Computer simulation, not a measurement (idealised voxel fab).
Process module name: voxel ribs on slabs
Cross-sectional view cut (width: 250 nm; square cell size: 5 nm).
Each cross-section below is a grid of square cells, stated as bands in top-down order, with one or more rows of cells making up each band.
Look at the band entry: it leads with the top's height and the bottom's height in nm. Then it lists the materials left to right, with a width in nm for each. The word "everywhere" on a single material says that material fills the band edge to edge. The word "air" is empty space.
Height reference: 0 = level under which incoming wafer is all one material. Lowest band: no bottom, runs on downward, e.g. "z 0 and below".
A two-number width, for instance "30 to 40", indicates that the width is equal to the first number in the top row of the band and to the second number in the bottom row, and that it changes by a constant amount per row of cells.
Step note "identical to before" = no cross-section cell changed.
Basically, "Closed void inventory" tells you about the enclosed voids: empty spaces with no open way to the top, 8 cells or bigger, each written width x height at distance, where distance is from the left edge, all in nm.
That trailing text on a step's line, after the settings, is the simulator's own remark on the step.
You can add "overlay nm" to a step's line. For a step with a mask, it describes how far the mask lay to the right of its planned position, and a negative number describes a lay to the left.
THE PROCESS STEPS THAT WERE PLANNED ARE LISTED BELOW
step 1: RECEIVE (material Si)
step 2: DIRECTIONAL_DEP (material SiO2; thk nm 25)
step 3: DIRECTIONAL_DEP (material polySi; thk nm 15)
step 4: DIRECTIONAL_DEP (material aC; thk nm 15)
step 5: PATTERN (tone cover; mask id RIB; material resist; width nm 20; thk nm 35; overlay nm 0)
step 6: DIRECTIONAL_ETCH (etch materials aC; depth nm 15)
step 7: STRIP (etch materials resist)
step 8: DIRECTIONAL_ETCH (etch materials polySi; depth nm 10)
step 9: STRIP (etch materials aC)
step 10: PATTERN (tone cover; mask id SLAB; material resist; width nm 50; thk nm 15; overlay nm 0)
step 11: DIRECTIONAL_ETCH (etch materials polySi; depth nm 5)
step 12: STRIP (etch materials resist)
step 13: FILL_DEP (material SiO2; thk nm 30)
step 14: CMP (height nm 60)
step 15: DIRECTIONAL_DEP (material W; thk nm 5)
step 16: PATTERN (tone cover; mask id HEATER; material resist; width nm 30; thk nm 20; overlay nm 0)
step 17: DIRECTIONAL_ETCH (etch materials W; depth nm 5)
step 18: STRIP (etch materials resist)
step 19: CONFORMAL_DEP (material SiN; thk nm 5)
FIRST OF TWO WAFERS: RUN AS PLANNED
DELIVERED WAFER IN CROSS-SECTION: STATE AFTER STEP 1
* z 0 and below: Si everywhere
* Closed void inventory: none
CROSS-SECTION OF THE WAFER SUBSEQUENT TO STEP 2
* z 25 to 0: SiO2 everywhere
* Below 0, the layers are the same as they were.
CROSS-SECTION OF THE WAFER SUBSEQUENT TO STEP 3
* z 40 to 25: polySi everywhere
* Below 25, the layers are the same as they were.
CROSS-SECTION OF THE WAFER SUBSEQUENT TO STEP 4
* z 55 to 40: aC everywhere
* Below 40, the layers are the same as they were.
CROSS-SECTION OF THE WAFER SUBSEQUENT TO STEP 5
* z 90 to 55: 115 of air, then 20 of resist, then 115 of air
* Below 55, the layers are the same as they were.
CROSS-SECTION OF THE WAFER SUBSEQUENT TO STEP 6
* z 75 to 55: 115 of air, then 20 of resist, then 115 of air
* z 55 to 40: 115 of air, then 20 of aC, then 115 of air
* Below 40, the layers are the same as they were.
CROSS-SECTION OF THE WAFER SUBSEQUENT TO STEP 7
* z 55 to 40: 115 of air, then 20 of aC, then 115 of air
* Below 40, the layers are the same as they were.
CROSS-SECTION OF THE WAFER SUBSEQUENT TO STEP 8
* z 55 to 40: 115 of air, then 20 of aC, then 115 of air
* z 40 to 30: 115 of air, then 20 of polySi, then 115 of air
* Below 30, the layers are the same as they were.
CROSS-SECTION OF THE WAFER SUBSEQUENT TO STEP 9
* z 40 to 30: 115 of air, then 20 of polySi, then 115 of air
* Below 30, the layers are the same as they were.
CROSS-SECTION OF THE WAFER SUBSEQUENT TO STEP 10
* z 55 to 40: 100 of air, then 50 of resist, then 100 of air
* z 40 to 30: 100 of air, then 15 of resist, then 20 of polySi, then 15 of resist, then 100 of air
* Below 30, the layers are the same as they were.
CROSS-SECTION OF THE WAFER SUBSEQUENT TO STEP 11
* z 55 to 40: 100 of air, then 50 of resist, then 100 of air
* z 40 to 30: 100 of air, then 15 of resist, then 20 of polySi, then 15 of resist, then 100 of air
* z 30 to 25: 100 of air, then 50 of polySi, then 100 of air
* Below 25, the layers are the same as they were.
CROSS-SECTION OF THE WAFER SUBSEQUENT TO STEP 12
* z 40 to 30: 115 of air, then 20 of polySi, then 115 of air
* Below 30, the layers are the same as they were.
CROSS-SECTION OF THE WAFER SUBSEQUENT TO STEP 13
* z 70 to 40: SiO2 everywhere
* z 40 to 30: 115 of SiO2, then 20 of polySi, then 115 of SiO2
* z 30 to 25: 100 of SiO2, then 50 of polySi, then 100 of SiO2
* Below 25, the layers are the same as they were.
CROSS-SECTION OF THE WAFER SUBSEQUENT TO STEP 14
* z 60 to 40: SiO2 everywhere
* Below 40, the layers are the same as they were.
CROSS-SECTION OF THE WAFER SUBSEQUENT TO STEP 15
* z 65 to 60: W everywhere
* Below 60, the layers are the same as they were.
CROSS-SECTION OF THE WAFER SUBSEQUENT TO STEP 16
* z 85 to 65: 110 of air, then 30 of resist, then 110 of air
* Below 65, the layers are the same as they were.
CROSS-SECTION OF THE WAFER SUBSEQUENT TO STEP 17
* z 85 to 65: 110 of air, then 30 of resist, then 110 of air
* z 65 to 60: 110 of air, then 30 of W, then 110 of air
* Below 60, the layers are the same as they were.
CROSS-SECTION OF THE WAFER SUBSEQUENT TO STEP 18
* z 65 to 60: 110 of air, then 30 of W, then 110 of air
* Below 60, the layers are the same as they were.
CROSS-SECTION OF THE WAFER SUBSEQUENT TO STEP 19
* z 70 to 65: 105 of air, then 40 of SiN, then 105 of air
* z 65 to 60: 110 of SiN, then 30 of W, then 110 of SiN
* Below 60, the layers are the same as they were.
SECOND WAFER (IDENTICAL START AND PLAN, ONE PROCESSING ERROR; MATCHES FIRST WAFER THROUGH STEP 14)
SECOND WAFER SHOWN IN CROSS-SECTION AT THE TIME STEP 15 WAS SLATED TO END
* z 65 to 60: SiN everywhere
* Below 60, the layers are the same as they were.
SECOND WAFER SHOWN IN CROSS-SECTION AT THE TIME STEP 16 WAS SLATED TO END
* z 85 to 65: 110 of air, then 30 of resist, then 110 of air
* Below 65, the layers are the same as they were.
Second wafer shown in cross-section at the time step 17 was slated to end: identical to before
SECOND WAFER SHOWN IN CROSS-SECTION AT THE TIME STEP 18 WAS SLATED TO END
* z 65 to 60: SiN everywhere
* Below 60, the layers are the same as they were.
SECOND WAFER SHOWN IN CROSS-SECTION AT THE TIME STEP 19 WAS SLATED TO END
* z 70 to 60: SiN everywhere
* Below 60, the layers are the same as they were.
What went wrong in running the wafer? step 15 ran as: DIRECTIONAL_DEP (material SiN; thk nm 5)
Wafer comparison, final, in cells, second relative to first, materials more or fewer: SiN +48 | W -6
